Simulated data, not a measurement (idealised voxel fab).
Proc. module: voxel gate over fins
210 nm wide, 5 nm square cells: that's cross-section cut.
How to read a cross-section here: the picture is a grid of square cells, written as bands going from the top down, and any band can span one or more rows of cells. Each band's line starts with the height of the band's top and of its bottom, in nm. Then come its materials from left to right, each with its width in nm. One material with "edge to edge" fills the band from edge to edge. "blank" is empty space. Convention: height 0 is the level below which the wafer, as received, is all one material. The lowest band does not terminate at the bottom but continues downward, represented as "from 0 down". Read "30 to 40" as a graded width: first number on top, second number at the bottom, same change between each pair of neighbouring rows. What does "same as before" mean for a step? It means no cell of the cross-section changed in that step. In the "Closed cavity list" entry, you get each enclosed empty space of 8 cells or more, one with no open way to the top, written width x height at distance, distance from the left edge, in nm. Heads up: the bit after the settings on a step's line is the simulator's remark on that step. The setting "overlay nm" may be written on the line of a step. When the step uses a mask, the value reports how far to the right of the planned place the mask lay, and a negative value reports that it lay to the left.

[These are the steps we planned for the process]
1: RECEIVE | material Si
2: CONFORMAL_DEP | material SiN | thk nm 10
3: DIRECTIONAL_DEP | material aC | thk nm 15
4: PATTERN | tone cover | mask id FINS | material resist | width nm 15 | pitch nm 50 | thk nm 30 | overlay nm 0
5: DIRECTIONAL_ETCH | etch materials aC | depth nm 15
6: STRIP | etch materials resist
7: DIRECTIONAL_ETCH | etch materials SiN | depth nm 10
8: DIRECTIONAL_ETCH | etch materials Si | depth nm 35
9: STRIP | etch materials aC
10: FILL_DEP | material SiO2 | thk nm 10
11: CMP | height nm 10
12: MASKED_ETCH | tone open | mask id RAIL | width nm 15 | etch materials SiO2 | depth nm 40 | overlay nm 0
13: CONFORMAL_DEP | material TiN | thk nm 5
14: FILL_DEP | material W | thk nm 5
15: CMP | height nm 10
16: SELECTIVE_ETCH | etch materials W Ru TiN | depth nm 25
17: FILL_DEP | material SiO2 | thk nm 5
18: CMP | height nm 10
19: SELECTIVE_ETCH | etch materials SiO2 | depth nm 20
20: STRIP | etch materials SiN
21: CONFORMAL_DEP | material HfO2 | thk nm 5
22: CONFORMAL_DEP | material TiN | thk nm 5
23: CONFORMAL_DEP | material TiAl | thk nm 5
24: CONFORMAL_DEP | material TiN | thk nm 5
25: FILL_DEP | material W | thk nm 15
26: CMP | height nm 30
27: CONFORMAL_DEP | material SiN | thk nm 5

[As-received state of the wafer in cross-section, equivalent to post-step 1]
from 0 down | Si edge to edge
Closed cavity list: none

[Sectioned view, first of two wafers, at the close of the module, processed as intended in the plan]
from 35 to 30 | SiN edge to edge
from 30 to 20 | W edge to edge
from 20 to 15 | W 25  TiN 155  W 30
from 15 to 10 | W 25  TiN 5  TiAl 45  TiN 5  TiAl 45  TiN 5  TiAl 45  TiN 5  W 30
from 10 to 5 | TiN 30  TiAl 5  TiN 35  TiAl 5  TiN 5  TiAl 5  TiN 35  TiAl 5  TiN 5  TiAl 5  TiN 35  TiAl 5  TiN 35
from 5 to 0 | TiAl 35  TiN 5  HfO2 25  TiN 5  TiAl 15  TiN 5  HfO2 25  TiN 5  TiAl 15  TiN 5  HfO2 25  TiN 5  TiAl 40
from 0 to -5 | TiN 40  HfO2 5  Si 15  HfO2 5  TiN 25  HfO2 5  Si 15  HfO2 5  TiN 25  HfO2 5  Si 15  HfO2 5  TiN 45
from -5 to -10 | HfO2 45  Si 15  HfO2 35  Si 15  HfO2 35  Si 15  HfO2 50
from -10 to -15 | SiO2 45  Si 15  SiO2 35  Si 15  SiO2 35  Si 15  SiO2 50
from -15 to -25 | SiO2 45  Si 15  SiO2 10  TiN 5  W 5  TiN 5  SiO2 10  Si 15  SiO2 35  Si 15  SiO2 50
from -25 to -30 | SiO2 45  Si 15  SiO2 10  TiN 15  SiO2 10  Si 15  SiO2 35  Si 15  SiO2 50
from -30 to -35 | SiO2 45  Si 15  SiO2 35  Si 15  SiO2 35  Si 15  SiO2 50
from -35 down | Si edge to edge
Closed cavity list: none

[Same start, same plan as the first wafer - but one mistake in the run. Cross-section of the second of the two at the end of the module]
from 35 to 30 | SiN edge to edge
from 30 to 20 | W edge to edge
from 20 to 15 | W 25  TiN 155  W 30
from 15 to 10 | W 25  TiN 5  TiAl 45  TiN 5  TiAl 45  TiN 5  TiAl 45  TiN 5  W 30
from 10 to 5 | TiN 30  TiAl 5  TiN 35  TiAl 5  TiN 5  TiAl 5  TiN 35  TiAl 5  TiN 5  TiAl 5  TiN 35  TiAl 5  TiN 35
from 5 to 0 | TiAl 35  TiN 5  HfO2 25  TiN 5  TiAl 15  TiN 5  HfO2 25  TiN 5  TiAl 15  TiN 5  HfO2 25  TiN 5  TiAl 40
from 0 to -5 | TiN 40  HfO2 5  Si 15  HfO2 5  TiN 25  HfO2 5  Si 15  HfO2 5  TiN 25  HfO2 5  Si 15  HfO2 5  TiN 45
from -5 to -10 | HfO2 45  Si 15  HfO2 35  Si 15  HfO2 35  Si 15  HfO2 50
from -10 to -15 | SiO2 45  Si 15  SiO2 35  Si 15  SiO2 35  Si 15  SiO2 50
from -15 to -25 | SiO2 45  Si 15  SiO2 20  TiN 5  W 5  TiN 5  Si 15  SiO2 35  Si 15  SiO2 50
from -25 to -30 | SiO2 45  Si 15  SiO2 20  TiN 15  Si 15  SiO2 35  Si 15  SiO2 50
from -30 to -35 | SiO2 45  Si 15  SiO2 35  Si 15  SiO2 35  Si 15  SiO2 50
from -35 down | Si edge to edge
Closed cavity list: none
Plan not followed: step 12 ran differently from the plan; actual operation with settings: MASKED_ETCH | tone open | mask id RAIL | width nm 15 | etch materials SiO2 | depth nm 40 | overlay nm 10
Matching per-material cell counts, mismatched positions: that is how the second wafer compares with the first at the end.
